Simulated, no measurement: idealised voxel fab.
voxel wiring stack: a process module
The cross-section shown here is cut; it is 160 nm wide and divided into square cells measuring 5 nm on a side.
The cross-sections in this document take the form of a grid made of square cells. They are written out as bands, in order from top to bottom. Each band consists of one or more rows of cells.
The entry gives the band's vertical extent as a top height and a bottom height in nm, then its horizontal make-up as materials from left to right, each with a width in nm. "air" stands for empty space; a single material marked "throughout" fills the band edge to edge.
Heads up on the height convention: 0 is the point under which the incoming wafer is all one material, and the lowest band has no bottom, it just keeps going down, like "top 0, no bottom".
With a width like "30 to 40", each row of cells in the band differs from the next by the same amount, the top row carrying the first number and the bottom row the second.
Reading "stayed the same" for a step: not a cell of the cross-section changed in it.
So "Enclosed voids" is basically the list of trapped voids: any empty space of 8 cells or more that can't reach the top through an opening. They're written width x height at distance, the distance being from the left edge, and it's all nm.
On each step's line, the part that comes after the settings is the simulator's own comment on the step.
The optional step-line setting "overlay nm" applies to steps with a mask and quantifies how far to the right of its planned location the mask lay, a negative value indicating leftward placement.
Read each pair as before and after one process step. The after cross-section shows only down to the lowest band that changed. The step between them and its settings are given below the pair. Pairs can come from different runs of this module on the same starting wafer. A pair continues from the pair above only where its "Prior to processing" entry says so.
PRIOR TO PROCESSING
> top 165, bottom 135  resist=45; air=25; resist=20; air=25; resist=45
> top 135, bottom 125  aC=35; resist=10; air=5; aC=30; resist=10; air=5; aC=65
> top 125, bottom 100  SiO2=35; resist=10; air=5; SiO2=30; resist=10; air=5; SiO2=65
> top 100, bottom 90  SiO2=35; aC=15; SiO2=30; aC=15; SiO2=65
> top 90, bottom 85  SiCN throughout
> top 85, bottom 65  SiO2=45; TiN=5; W=15; TiN=5; SiO2=20; TiN=5; W=15; TiN=5; SiO2=45
> top 65, bottom 60  SiCN=45; TiN=25; SiCN=20; TiN=25; SiCN=45
> top 60, bottom 45  lowk=45; Ru=15; lowk=30; Ru=15; lowk=55
> top 45, bottom 40  SiCN=45; Ru=15; SiCN=30; Ru=15; SiCN=55
> top 40, bottom 20  lowk=45; TiN=5; Cu=15; TiN=5; lowk=20; TiN=5; Cu=15; TiN=5; lowk=45
> top 20, bottom 15  SiCN=45; TiN=25; SiCN=20; TiN=25; SiCN=45
> top 15, bottom 0  SiO2 throughout
> top 0, no bottom  Si throughout
> Enclosed voids: none
POST-PROCESS SECTION
> top 155, bottom 135  resist=45; air=25; resist=20; air=25; resist=45
> top 135, bottom 125  aC=35; resist=10; air=25; aC=10; resist=10; air=25; aC=45
> top 125, bottom 100  SiO2=35; resist=10; air=5; SiO2=30; resist=10; air=5; SiO2=65
> top 100, bottom 90  SiO2=35; aC=10; air=5; SiO2=30; aC=10; air=5; SiO2=65
> Below 90, no change.
> Enclosed voids: none
The process step bridging the two cross-sections above: DIRECTIONAL_ETCH: etch materials aC, depth nm 10
Prior to processing: look at the pair above, its after cross-section is where this step starts.
POST-PROCESS SECTION
> top 135, bottom 125  aC=35; air=35; aC=10; air=35; aC=45
> top 125, bottom 100  SiO2=35; air=15; SiO2=30; air=15; SiO2=65
> Below 100, no change.
> Enclosed voids: none
The process step bridging the two cross-sections above: STRIP: etch materials resist
Prior to processing: look at the pair above, its after cross-section is where this step starts.
POST-PROCESS SECTION
> top 135, bottom 125  aC=35; air=35; aC=10; air=35; aC=45
> top 125, bottom 105  SiO2=35; air=35; SiO2=10; air=35; SiO2=45
> Below 105, no change.
> Enclosed voids: none
The process step bridging the two cross-sections above: DIRECTIONAL_ETCH: etch materials SiO2, depth nm 20
Prior to processing: look at the pair above, its after cross-section is where this step starts.
POST-PROCESS SECTION
> top 135, bottom 125  aC=35; air=35; aC=10; air=35; aC=45
> top 125, bottom 105  SiO2=35; air=35; SiO2=10; air=35; SiO2=45
> top 105, bottom 100  SiO2=35; air=15; SiO2=30; air=15; SiO2=65
> top 100, bottom 90  SiO2=35; aC=10; air=5; SiO2=30; aC=10; air=5; SiO2=65
> top 90, bottom 85  SiCN=45; air=5; SiCN=40; air=5; SiCN=65
> Below 85, no change.
> Enclosed voids: none
The process step bridging the two cross-sections above: DIRECTIONAL_ETCH: etch materials SiCN, depth nm 5
Prior to processing: look at the pair above, its after cross-section is where this step starts.
POST-PROCESS SECTION
> top 125, bottom 105  SiO2=35; air=35; SiO2=10; air=35; SiO2=45
> top 105, bottom 90  SiO2=35; air=15; SiO2=30; air=15; SiO2=65
> Below 90, no change.
> Enclosed voids: none
The process step bridging the two cross-sections above: STRIP: etch materials aC
Prior to processing: look at the pair above, its after cross-section is where this step starts.
POST-PROCESS SECTION
> top 130, bottom 125  TiN=40; air=25; TiN=20; air=25; TiN=50
> top 125, bottom 110  SiO2=35; TiN=5; air=25; TiN=5; SiO2=10; TiN=5; air=25; TiN=5; SiO2=45
> top 110, bottom 105  SiO2=35; TiN=5; air=5; TiN=25; SiO2=10; TiN=5; air=5; TiN=25; SiO2=45
> top 105, bottom 95  SiO2=35; TiN=5; air=5; TiN=5; SiO2=30; TiN=5; air=5; TiN=5; SiO2=65
> top 95, bottom 90  SiO2=35; TiN=15; SiO2=30; TiN=15; SiO2=65
> top 90, bottom 85  SiCN=45; TiN=5; SiCN=40; TiN=5; SiCN=65
> Below 85, no change.
> Enclosed voids: none
The process step bridging the two cross-sections above: CONFORMAL_DEP: material TiN, thk nm 5
Prior to processing: look at the pair above, its after cross-section is where this step starts.
POST-PROCESS SECTION
> top 140, bottom 130  Cu throughout
> top 130, bottom 125  TiN=40; Cu=25; TiN=20; Cu=25; TiN=50
> top 125, bottom 110  SiO2=35; TiN=5; Cu=25; TiN=5; SiO2=10; TiN=5; Cu=25; TiN=5; SiO2=45
> top 110, bottom 105  SiO2=35; TiN=5; Cu=5; TiN=25; SiO2=10; TiN=5; Cu=5; TiN=25; SiO2=45
> top 105, bottom 95  SiO2=35; TiN=5; Cu=5; TiN=5; SiO2=30; TiN=5; Cu=5; TiN=5; SiO2=65
> Below 95, no change.
> Enclosed voids: none
The process step bridging the two cross-sections above: FILL_DEP: material Cu, thk nm 10
Prior to processing: look at the pair above, its after cross-section is where this step starts.
POST-PROCESS SECTION
> top 125, bottom 110  SiO2=35; TiN=5; Cu=25; TiN=5; SiO2=10; TiN=5; Cu=25; TiN=5; SiO2=45
> Below 110, no change.
> Enclosed voids: none
The process step bridging the two cross-sections above: CMP: height nm 125
Prior to processing: look at the pair above, its after cross-section is where this step starts.
POST-PROCESS SECTION
> top 130, bottom 125  SiCN throughout
> Below 125, no change.
> Enclosed voids: none
The process step bridging the two cross-sections above: CONFORMAL_DEP: material SiCN, thk nm 5
Prior to processing: look at the pair above, its after cross-section is where this step starts.
POST-PROCESS SECTION
> top 140, bottom 130  SiO2 throughout
> Below 130, no change.
> Enclosed voids: none
The process step bridging the two cross-sections above: DIRECTIONAL_DEP: material SiO2, thk nm 10
Prior to processing: look at the pair above, its after cross-section is where this step starts.
POST-PROCESS SECTION
> top 155, bottom 140  resist=45; air=15; resist=30; air=15; resist=55
> Below 140, no change.
> Enclosed voids: none
The process step bridging the two cross-sections above: PATTERN: tone open, mask id PLUG_3, material resist, width nm 15, pitch nm 45, thk nm 15, overlay nm 0
Prior to processing: look at the pair above, its after cross-section is where this step starts.
POST-PROCESS SECTION
> top 155, bottom 140  resist=45; air=15; resist=30; air=15; resist=55
> top 140, bottom 130  SiO2=45; air=15; SiO2=30; air=15; SiO2=55
> Below 130, no change.
> Enclosed voids: none
The process step bridging the two cross-sections above: DIRECTIONAL_ETCH: etch materials SiO2, depth nm 10
Prior to processing: look at the pair above, its after cross-section is where this step starts.
POST-PROCESS SECTION
> top 155, bottom 140  resist=45; air=15; resist=30; air=15; resist=55
> top 140, bottom 130  SiO2=45; air=15; SiO2=30; air=15; SiO2=55
> top 130, bottom 125  SiCN=45; air=15; SiCN=30; air=15; SiCN=55
> Below 125, no change.
> Enclosed voids: none
The process step bridging the two cross-sections above: DIRECTIONAL_ETCH: etch materials SiCN, depth nm 5
Prior to processing: look at the pair above, its after cross-section is where this step starts.
POST-PROCESS SECTION
> top 140, bottom 130  SiO2=45; air=15; SiO2=30; air=15; SiO2=55
> Below 130, no change.
> Enclosed voids: none
The process step bridging the two cross-sections above: STRIP: etch materials resist
Prior to processing: look at the pair above, its after cross-section is where this step starts.
POST-PROCESS SECTION
> top 140, bottom 135  SiO2=45; air=15; SiO2=30; air=15; SiO2=55
> top 135, bottom 130  SiO2=45; Ru=15; SiO2=30; Ru=15; SiO2=55
> top 130, bottom 125  SiCN=45; Ru=15; SiCN=30; Ru=15; SiCN=55
> Below 125, no change.
> Enclosed voids: none
The process step bridging the two cross-sections above: EPI: material Ru, thk nm 10
Prior to processing: look at the pair above, its after cross-section is where this step starts.
POST-PROCESS SECTION
> top 140, bottom 130  SiO2=45; Ru=15; SiO2=30; Ru=15; SiO2=55
> Below 130, no change.
> Enclosed voids: none
The process step bridging the two cross-sections above: EPI: material Ru, thk nm 5
Prior to processing: look at the pair above, its after cross-section is where this step starts.
POST-PROCESS SECTION
> top 145, bottom 140  TiN throughout
> Below 140, no change.
> Enclosed voids: none
The process step bridging the two cross-sections above: DIRECTIONAL_DEP: material TiN, thk nm 5
Prior to processing: look at the pair above, its after cross-section is where this step starts.
POST-PROCESS SECTION
> top 165, bottom 145  Ru throughout
> Below 145, no change.
> Enclosed voids: none
The process step bridging the two cross-sections above: DIRECTIONAL_DEP: material Ru, thk nm 20
Prior to processing: look at the pair above, its after cross-section is where this step starts.
POST-PROCESS SECTION
> top 180, bottom 165  air=45; resist=25; air=20; resist=25; air=45
> Below 165, no change.
> Enclosed voids: none
The process step bridging the two cross-sections above: PATTERN: tone cover, mask id METAL_4, material resist, width nm 25, pitch nm 45, thk nm 15, overlay nm 0
Prior to processing: look at the pair above, its after cross-section is where this step starts.
POST-PROCESS SECTION
> top 180, bottom 165  air=45; resist=25; air=20; resist=25; air=45
> top 165, bottom 145  air=45; Ru=25; air=20; Ru=25; air=45
> Below 145, no change.
> Enclosed voids: none
The process step bridging the two cross-sections above: DIRECTIONAL_ETCH: etch materials Ru, depth nm 20
Prior to processing: look at the pair above, its after cross-section is where this step starts.
POST-PROCESS SECTION
> top 180, bottom 165  air=45; resist=25; air=20; resist=25; air=45
> top 165, bottom 145  air=45; Ru=25; air=20; Ru=25; air=45
> top 145, bottom 140  air=45; TiN=25; air=20; TiN=25; air=45
> Below 140, no change.
> Enclosed voids: none
The process step bridging the two cross-sections above: DIRECTIONAL_ETCH: etch materials TiN, depth nm 5
Prior to processing: look at the pair above, its after cross-section is where this step starts.
POST-PROCESS SECTION
> top 165, bottom 145  air=45; Ru=25; air=20; Ru=25; air=45
> Below 145, no change.
> Enclosed voids: none
The process step bridging the two cross-sections above: STRIP: etch materials resist
Prior to processing: look at the pair above, its after cross-section is where this step starts.
POST-PROCESS SECTION
> top 170, bottom 165  air=40; SiN=35; air=10; SiN=35; air=40
> top 165, bottom 145  air=40; SiN=5; Ru=25; SiN=5; air=10; SiN=5; Ru=25; SiN=5; air=40
> top 145, bottom 140  SiN=45; TiN=25; SiN=20; TiN=25; SiN=45
> Below 140, no change.
> Enclosed voids: none
The process step bridging the two cross-sections above: CONFORMAL_DEP: material SiN, thk nm 5
Prior to processing: look at the pair above, its after cross-section is where this step starts.
POST-PROCESS SECTION
> top 180, bottom 170  lowk throughout
> top 170, bottom 165  lowk=40; SiN=35; lowk=10; SiN=35; lowk=40
> top 165, bottom 145  lowk=40; SiN=5; Ru=25; SiN=5; lowk=10; SiN=5; Ru=25; SiN=5; lowk=40
> Below 145, no change.
> Enclosed voids: none
The process step bridging the two cross-sections above: FILL_DEP: material lowk, thk nm 10
Prior to processing: look at the pair above, its after cross-section is where this step starts.
POST-PROCESS SECTION
> top 165, bottom 145  lowk=40; SiN=5; Ru=25; SiN=5; lowk=10; SiN=5; Ru=25; SiN=5; lowk=40
> Below 145, no change.
> Enclosed voids: none
The process step bridging the two cross-sections above: CMP: height nm 165
Prior to processing: look at the pair above, its after cross-section is where this step starts.
POST-PROCESS SECTION
> top 170, bottom 165  SiCN throughout
> Below 165, no change.
> Enclosed voids: none
The process step bridging the two cross-sections above: CONFORMAL_DEP: material SiCN, thk nm 5
PRIOR TO PROCESSING
> top 60, bottom 45  lowk=45; Ru=15; lowk=30; Ru=15; lowk=55
> top 45, bottom 40  SiCN=45; Ru=15; SiCN=30; Ru=15; SiCN=55
> top 40, bottom 20  lowk=45; TiN=5; Cu=15; TiN=5; lowk=20; TiN=5; Cu=15; TiN=5; lowk=45
> top 20, bottom 15  SiCN=45; TiN=25; SiCN=20; TiN=25; SiCN=45
> top 15, bottom 0  SiO2 throughout
> top 0, no bottom  Si throughout
> Enclosed voids: none
POST-PROCESS SECTION
> top 65, bottom 60  Ru throughout
> Below 60, no change.
> Enclosed voids: none
The process step bridging the two cross-sections above: CONFORMAL_DEP: material Ru, thk nm 5
Prior to processing: look at the pair above, its after cross-section is where this step starts.
POST-PROCESS SECTION
> top 85, bottom 65  SiO2 throughout
> Below 65, no change.
> Enclosed voids: none
The process step bridging the two cross-sections above: DIRECTIONAL_DEP: material SiO2, thk nm 20
Prior to processing: look at the pair above, its after cross-section is where this step starts.
POST-PROCESS SECTION
> top 100, bottom 85  resist=45; air=25; resist=20; air=25; resist=45
> Below 85, no change.
> Enclosed voids: none
The process step bridging the two cross-sections above: PATTERN: tone open, mask id METAL_2, material resist, width nm 25, pitch nm 45, thk nm 15, overlay nm 0
Prior to processing: look at the pair above, its after cross-section is where this step starts.
POST-PROCESS SECTION
> top 100, bottom 85  resist=45; air=25; resist=20; air=25; resist=45
> top 85, bottom 65  SiO2=45; air=25; SiO2=20; air=25; SiO2=45
> Below 65, no change.
> Enclosed voids: none
The process step bridging the two cross-sections above: DIRECTIONAL_ETCH: etch materials SiO2, depth nm 20
Prior to processing: look at the pair above, its after cross-section is where this step starts.
POST-PROCESS SECTION
> top 85, bottom 65  SiO2=45; air=25; SiO2=20; air=25; SiO2=45
> Below 65, no change.
> Enclosed voids: none
The process step bridging the two cross-sections above: STRIP: etch materials resist
Prior to processing: look at the pair above, its after cross-section is where this step starts.
POST-PROCESS SECTION
> top 90, bottom 85  TiN=50; air=15; TiN=30; air=15; TiN=50
> top 85, bottom 70  SiO2=45; TiN=5; air=15; TiN=5; SiO2=20; TiN=5; air=15; TiN=5; SiO2=45
> top 70, bottom 65  SiO2=45; TiN=25; SiO2=20; TiN=25; SiO2=45
> Below 65, no change.
> Enclosed voids: none
The process step bridging the two cross-sections above: CONFORMAL_DEP: material TiN, thk nm 5
Prior to processing: look at the pair above, its after cross-section is where this step starts.
POST-PROCESS SECTION
> top 100, bottom 90  W throughout
> top 90, bottom 85  TiN=50; W=15; TiN=30; W=15; TiN=50
> top 85, bottom 70  SiO2=45; TiN=5; W=15; TiN=5; SiO2=20; TiN=5; W=15; TiN=5; SiO2=45
> Below 70, no change.
> Enclosed voids: none
The process step bridging the two cross-sections above: FILL_DEP: material W, thk nm 10
Prior to processing: look at the pair above, its after cross-section is where this step starts.
POST-PROCESS SECTION
> top 85, bottom 70  SiO2=45; TiN=5; W=15; TiN=5; SiO2=20; TiN=5; W=15; TiN=5; SiO2=45
> Below 70, no change.
> Enclosed voids: none
The process step bridging the two cross-sections above: CMP: height nm 85
Prior to processing: look at the pair above, its after cross-section is where this step starts.
POST-PROCESS SECTION
> top 90, bottom 85  SiCN throughout
> Below 85, no change.
> Enclosed voids: none
The process step bridging the two cross-sections above: CONFORMAL_DEP: material SiCN, thk nm 5
Prior to processing: look at the pair above, its after cross-section is where this step starts.
POST-PROCESS SECTION
> top 125, bottom 90  SiO2 throughout
> Below 90, no change.
> Enclosed voids: none
The process step bridging the two cross-sections above: DIRECTIONAL_DEP: material SiO2, thk nm 35
Prior to processing: look at the pair above, its after cross-section is where this step starts.
POST-PROCESS SECTION
> top 145, bottom 125  resist=45; air=15; resist=30; air=15; resist=55
> Below 125, no change.
> Enclosed voids: none
The process step bridging the two cross-sections above: PATTERN: tone open, mask id METAL_3_HOLES, material resist, width nm 15, pitch nm 45, thk nm 20, overlay nm 0
Prior to processing: look at the pair above, its after cross-section is where this step starts.
POST-PROCESS SECTION
> top 145, bottom 125  resist=45; air=15; resist=30; air=15; resist=55
> top 125, bottom 90  SiO2=45; air=15; SiO2=30; air=15; SiO2=55
> Below 90, no change.
> Enclosed voids: none
The process step bridging the two cross-sections above: DIRECTIONAL_ETCH: etch materials SiO2, depth nm 35
Prior to processing: look at the pair above, its after cross-section is where this step starts.
POST-PROCESS SECTION
> top 125, bottom 90  SiO2=45; air=15; SiO2=30; air=15; SiO2=55
> Below 90, no change.
> Enclosed voids: none
The process step bridging the two cross-sections above: STRIP: etch materials resist
Prior to processing: look at the pair above, its after cross-section is where this step starts.
POST-PROCESS SECTION
> top 135, bottom 125  aC=45; air=15; aC=30; air=15; aC=55
> top 125, bottom 100  SiO2=45; air=15; SiO2=30; air=15; SiO2=55
> top 100, bottom 90  SiO2=45; aC=15; SiO2=30; aC=15; SiO2=55
> Below 90, no change.
> Enclosed voids: none
The process step bridging the two cross-sections above: DIRECTIONAL_DEP: material aC, thk nm 10
Prior to processing: look at the pair above, its after cross-section is where this step starts.
POST-PROCESS SECTION
> top 165, bottom 135  resist=45; air=25; resist=20; air=25; resist=45
> Below 135, no change.
> Enclosed voids: none
The process step bridging the two cross-sections above: PATTERN: tone open, mask id METAL_3, material resist, width nm 25, pitch nm 45, thk nm 30, overlay nm 0
Prior to processing: look at the pair above, its after cross-section is where this step starts.
POST-PROCESS SECTION
> top 155, bottom 135  resist=45; air=25; resist=20; air=25; resist=45
> top 135, bottom 125  aC=45; air=25; aC=20; air=25; aC=45
> top 125, bottom 90  SiO2=45; air=15; SiO2=30; air=15; SiO2=55
> Below 90, no change.
> Enclosed voids: none
The process step bridging the two cross-sections above: DIRECTIONAL_ETCH: etch materials aC, depth nm 10
Prior to processing: look at the pair above, its after cross-section is where this step starts.
POST-PROCESS SECTION
> top 135, bottom 125  aC=45; air=25; aC=20; air=25; aC=45
> Below 125, no change.
> Enclosed voids: none
The process step bridging the two cross-sections above: STRIP: etch materials resist
Prior to processing: look at the pair above, its after cross-section is where this step starts.
POST-PROCESS SECTION
> top 135, bottom 125  aC=45; air=25; aC=20; air=25; aC=45
> top 125, bottom 105  SiO2=45; air=25; SiO2=20; air=25; SiO2=45
> Below 105, no change.
> Enclosed voids: none
The process step bridging the two cross-sections above: DIRECTIONAL_ETCH: etch materials SiO2, depth nm 20
Prior to processing: look at the pair above, its after cross-section is where this step starts.
POST-PROCESS SECTION
> top 135, bottom 125  aC=45; air=25; aC=20; air=25; aC=45
> top 125, bottom 105  SiO2=45; air=25; SiO2=20; air=25; SiO2=45
> top 105, bottom 90  SiO2=45; air=15; SiO2=30; air=15; SiO2=55
> top 90, bottom 85  SiCN=45; air=15; SiCN=30; air=15; SiCN=55
> Below 85, no change.
> Enclosed voids: none
The process step bridging the two cross-sections above: DIRECTIONAL_ETCH: etch materials SiCN, depth nm 5
Prior to processing: look at the pair above, its after cross-section is where this step starts.
POST-PROCESS SECTION
> top 125, bottom 105  SiO2=45; air=25; SiO2=20; air=25; SiO2=45
> Below 105, no change.
> Enclosed voids: none
The process step bridging the two cross-sections above: STRIP: etch materials aC
Prior to processing: look at the pair above, its after cross-section is where this step starts.
POST-PROCESS SECTION
> top 130, bottom 125  TiN=50; air=15; TiN=30; air=15; TiN=50
> top 125, bottom 110  SiO2=45; TiN=5; air=15; TiN=5; SiO2=20; TiN=5; air=15; TiN=5; SiO2=45
> top 110, bottom 105  SiO2=45; TiN=5; air=5; TiN=15; SiO2=20; TiN=5; air=5; TiN=15; SiO2=45
> top 105, bottom 90  SiO2=45; TiN=5; air=5; TiN=5; SiO2=30; TiN=5; air=5; TiN=5; SiO2=55
> top 90, bottom 85  SiCN=45; TiN=15; SiCN=30; TiN=15; SiCN=55
> Below 85, no change.
> Enclosed voids: none
The process step bridging the two cross-sections above: CONFORMAL_DEP: material TiN, thk nm 5
Prior to processing: look at the pair above, its after cross-section is where this step starts.
POST-PROCESS SECTION
> top 140, bottom 130  Cu throughout
> top 130, bottom 125  TiN=50; Cu=15; TiN=30; Cu=15; TiN=50
> top 125, bottom 110  SiO2=45; TiN=5; Cu=15; TiN=5; SiO2=20; TiN=5; Cu=15; TiN=5; SiO2=45
> top 110, bottom 105  SiO2=45; TiN=5; Cu=5; TiN=15; SiO2=20; TiN=5; Cu=5; TiN=15; SiO2=45
> top 105, bottom 90  SiO2=45; TiN=5; Cu=5; TiN=5; SiO2=30; TiN=5; Cu=5; TiN=5; SiO2=55
> Below 90, no change.
> Enclosed voids: none
The process step bridging the two cross-sections above: FILL_DEP: material Cu, thk nm 10
Prior to processing: look at the pair above, its after cross-section is where this step starts.
POST-PROCESS SECTION
> top 125, bottom 110  SiO2=45; TiN=5; Cu=15; TiN=5; SiO2=20; TiN=5; Cu=15; TiN=5; SiO2=45
> Below 110, no change.
> Enclosed voids: none
The process step bridging the two cross-sections above: CMP: height nm 125
Prior to processing: look at the pair above, its after cross-section is where this step starts.
POST-PROCESS SECTION
> top 130, bottom 125  SiCN throughout
> Below 125, no change.
> Enclosed voids: none
The process step bridging the two cross-sections above: CONFORMAL_DEP: material SiCN, thk nm 5
Prior to processing: look at the pair above, its after cross-section is where this step starts.
POST-PROCESS SECTION
> top 140, bottom 130  SiO2 throughout
> Below 130, no change.
> Enclosed voids: none
The process step bridging the two cross-sections above: DIRECTIONAL_DEP: material SiO2, thk nm 10
Prior to processing: look at the pair above, its after cross-section is where this step starts.
POST-PROCESS SECTION
> top 155, bottom 140  resist=45; air=15; resist=30; air=15; resist=55
> Below 140, no change.
> Enclosed voids: none
The process step bridging the two cross-sections above: PATTERN: tone open, mask id PLUG_3, material resist, width nm 15, pitch nm 45, thk nm 15, overlay nm 0
Prior to processing: look at the pair above, its after cross-section is where this step starts.
POST-PROCESS SECTION
> top 155, bottom 140  resist=45; air=15; resist=30; air=15; resist=55
> top 140, bottom 130  SiO2=45; air=15; SiO2=30; air=15; SiO2=55
> Below 130, no change.
> Enclosed voids: none
The process step bridging the two cross-sections above: DIRECTIONAL_ETCH: etch materials SiO2, depth nm 10
Prior to processing: look at the pair above, its after cross-section is where this step starts.
POST-PROCESS SECTION
> top 155, bottom 140  resist=45; air=15; resist=30; air=15; resist=55
> top 140, bottom 130  SiO2=45; air=15; SiO2=30; air=15; SiO2=55
> top 130, bottom 125  SiCN=45; air=15; SiCN=30; air=15; SiCN=55
> Below 125, no change.
> Enclosed voids: none
The process step bridging the two cross-sections above: DIRECTIONAL_ETCH: etch materials SiCN, depth nm 5
Prior to processing: look at the pair above, its after cross-section is where this step starts.
POST-PROCESS SECTION
> top 140, bottom 130  SiO2=45; air=15; SiO2=30; air=15; SiO2=55
> Below 130, no change.
> Enclosed voids: none
The process step bridging the two cross-sections above: STRIP: etch materials resist
Prior to processing: look at the pair above, its after cross-section is where this step starts.
POST-PROCESS SECTION
> top 140, bottom 135  SiO2=45; air=15; SiO2=30; air=15; SiO2=55
> top 135, bottom 130  SiO2=45; Ru=15; SiO2=30; Ru=15; SiO2=55
> top 130, bottom 125  SiCN=45; Ru=15; SiCN=30; Ru=15; SiCN=55
> Below 125, no change.
> Enclosed voids: none
The process step bridging the two cross-sections above: EPI: material Ru, thk nm 10
Prior to processing: look at the pair above, its after cross-section is where this step starts.
POST-PROCESS SECTION
> top 140, bottom 130  SiO2=45; Ru=15; SiO2=30; Ru=15; SiO2=55
> Below 130, no change.
> Enclosed voids: none
The process step bridging the two cross-sections above: EPI: material Ru, thk nm 5
Prior to processing: look at the pair above, its after cross-section is where this step starts.
POST-PROCESS SECTION
> top 145, bottom 140  TiN throughout
> Below 140, no change.
> Enclosed voids: none
The process step bridging the two cross-sections above: DIRECTIONAL_DEP: material TiN, thk nm 5
Prior to processing: look at the pair above, its after cross-section is where this step starts.
POST-PROCESS SECTION
> top 165, bottom 145  Ru throughout
> Below 145, no change.
> Enclosed voids: none
The process step bridging the two cross-sections above: DIRECTIONAL_DEP: material Ru, thk nm 20
Prior to processing: look at the pair above, its after cross-section is where this step starts.
POST-PROCESS SECTION
> top 180, bottom 165  air=45; resist=25; air=20; resist=25; air=45
> Below 165, no change.
> Enclosed voids: none
The process step bridging the two cross-sections above: PATTERN: tone cover, mask id METAL_4, material resist, width nm 25, pitch nm 45, thk nm 15, overlay nm 0
Prior to processing: look at the pair above, its after cross-section is where this step starts.
POST-PROCESS SECTION
> top 180, bottom 165  air=45; resist=25; air=20; resist=25; air=45
> top 165, bottom 145  air=45; Ru=25; air=20; Ru=25; air=45
> Below 145, no change.
> Enclosed voids: none
The process step bridging the two cross-sections above: DIRECTIONAL_ETCH: etch materials Ru, depth nm 20
Prior to processing: look at the pair above, its after cross-section is where this step starts.
POST-PROCESS SECTION
> top 180, bottom 165  air=45; resist=25; air=20; resist=25; air=45
> top 165, bottom 145  air=45; Ru=25; air=20; Ru=25; air=45
> top 145, bottom 140  air=45; TiN=25; air=20; TiN=25; air=45
> Below 140, no change.
> Enclosed voids: none
The process step bridging the two cross-sections above: DIRECTIONAL_ETCH: etch materials TiN, depth nm 5
Prior to processing: look at the pair above, its after cross-section is where this step starts.
POST-PROCESS SECTION
> top 165, bottom 145  air=45; Ru=25; air=20; Ru=25; air=45
> Below 145, no change.
> Enclosed voids: none
The process step bridging the two cross-sections above: STRIP: etch materials resist
Prior to processing: look at the pair above, its after cross-section is where this step starts.
POST-PROCESS SECTION
> top 170, bottom 165  air=40; SiN=35; air=10; SiN=35; air=40
> top 165, bottom 145  air=40; SiN=5; Ru=25; SiN=5; air=10; SiN=5; Ru=25; SiN=5; air=40
> top 145, bottom 140  SiN=45; TiN=25; SiN=20; TiN=25; SiN=45
> Below 140, no change.
> Enclosed voids: none
The process step bridging the two cross-sections above: CONFORMAL_DEP: material SiN, thk nm 5
Prior to processing: look at the pair above, its after cross-section is where this step starts.
POST-PROCESS SECTION
> top 180, bottom 170  lowk throughout
> top 170, bottom 165  lowk=40; SiN=35; lowk=10; SiN=35; lowk=40
> top 165, bottom 145  lowk=40; SiN=5; Ru=25; SiN=5; lowk=10; SiN=5; Ru=25; SiN=5; lowk=40
> Below 145, no change.
> Enclosed voids: none
The process step bridging the two cross-sections above: FILL_DEP: material lowk, thk nm 10
Prior to processing: look at the pair above, its after cross-section is where this step starts.
POST-PROCESS SECTION
> top 165, bottom 145  lowk=40; SiN=5; Ru=25; SiN=5; lowk=10; SiN=5; Ru=25; SiN=5; lowk=40
> Below 145, no change.
> Enclosed voids: none
The process step bridging the two cross-sections above: CMP: height nm 165
Prior to processing: look at the pair above, its after cross-section is where this step starts.
POST-PROCESS SECTION
> top 170, bottom 165  SiCN throughout
> Below 165, no change.
> Enclosed voids: none
The process step bridging the two cross-sections above: CONFORMAL_DEP: material SiCN, thk nm 5
PRIOR TO PROCESSING
> top 55, bottom 40  aC throughout
> top 40, bottom 20  lowk throughout
> top 20, bottom 15  SiCN throughout
> top 15, bottom 0  SiO2 throughout
> top 0, no bottom  Si throughout
> Enclosed voids: none
POST-PROCESS SECTION
> top 85, bottom 55  air=45; resist=25; air=20; resist=25; air=45
> Below 55, no change.
> Enclosed voids: none
The process step bridging the two cross-sections above: PATTERN: tone cover, mask id METAL_1, material resist, width nm 25, pitch nm 45, thk nm 30, overlay nm 0
Prior to processing: look at the pair above, its after cross-section is where this step starts.
POST-PROCESS SECTION
> top 70, bottom 55  air=45; resist=25; air=20; resist=25; air=45
> top 55, bottom 40  air=45; aC=25; air=20; aC=25; air=45
> Below 40, no change.
> Enclosed voids: none
The process step bridging the two cross-sections above: DIRECTIONAL_ETCH: etch materials aC, depth nm 15
Prior to processing: look at the pair above, its after cross-section is where this step starts.
POST-PROCESS SECTION
> top 55, bottom 40  air=45; aC=25; air=20; aC=25; air=45
> Below 40, no change.
> Enclosed voids: none
The process step bridging the two cross-sections above: STRIP: etch materials resist
Prior to processing: look at the pair above, its after cross-section is where this step starts.
POST-PROCESS SECTION
> top 55, bottom 40  air=45; aC=25; air=20; aC=25; air=45
> top 40, bottom 20  air=45; lowk=25; air=20; lowk=25; air=45
> Below 20, no change.
> Enclosed voids: none
The process step bridging the two cross-sections above: DIRECTIONAL_ETCH: etch materials lowk, depth nm 20
Prior to processing: look at the pair above, its after cross-section is where this step starts.
POST-PROCESS SECTION
> top 55, bottom 40  air=45; aC=25; air=20; aC=25; air=45
> top 40, bottom 20  air=45; lowk=25; air=20; lowk=25; air=45
> top 20, bottom 15  air=45; SiCN=25; air=20; SiCN=25; air=45
> Below 15, no change.
> Enclosed voids: none
The process step bridging the two cross-sections above: DIRECTIONAL_ETCH: etch materials SiCN, depth nm 5
Prior to processing: look at the pair above, its after cross-section is where this step starts.
POST-PROCESS SECTION
> top 40, bottom 20  air=45; lowk=25; air=20; lowk=25; air=45
> Below 20, no change.
> Enclosed voids: none
The process step bridging the two cross-sections above: STRIP: etch materials aC
Prior to processing: look at the pair above, its after cross-section is where this step starts.
POST-PROCESS SECTION
> top 45, bottom 40  air=40; TiN=35; air=10; TiN=35; air=40
> top 40, bottom 20  air=40; TiN=5; lowk=25; TiN=5; air=10; TiN=5; lowk=25; TiN=5; air=40
> top 20, bottom 15  TiN=45; SiCN=25; TiN=20; SiCN=25; TiN=45
> Below 15, no change.
> Enclosed voids: none
The process step bridging the two cross-sections above: CONFORMAL_DEP: material TiN, thk nm 5
Prior to processing: look at the pair above, its after cross-section is where this step starts.
POST-PROCESS SECTION
> top 50, bottom 45  Cu throughout
> top 45, bottom 40  Cu=40; TiN=35; Cu=10; TiN=35; Cu=40
> top 40, bottom 20  Cu=40; TiN=5; lowk=25; TiN=5; Cu=10; TiN=5; lowk=25; TiN=5; Cu=40
> Below 20, no change.
> Enclosed voids: none
The process step bridging the two cross-sections above: FILL_DEP: material Cu, thk nm 5
Prior to processing: look at the pair above, its after cross-section is where this step starts.
POST-PROCESS SECTION
> top 40, bottom 20  Cu=40; TiN=5; lowk=25; TiN=5; Cu=10; TiN=5; lowk=25; TiN=5; Cu=40
> Below 20, no change.
> Enclosed voids: none
The process step bridging the two cross-sections above: CMP: height nm 40
Prior to processing: look at the pair above, its after cross-section is where this step starts.
POST-PROCESS SECTION
> top 45, bottom 40  SiCN throughout
> Below 40, no change.
> Enclosed voids: none
The process step bridging the two cross-sections above: CONFORMAL_DEP: material SiCN, thk nm 5
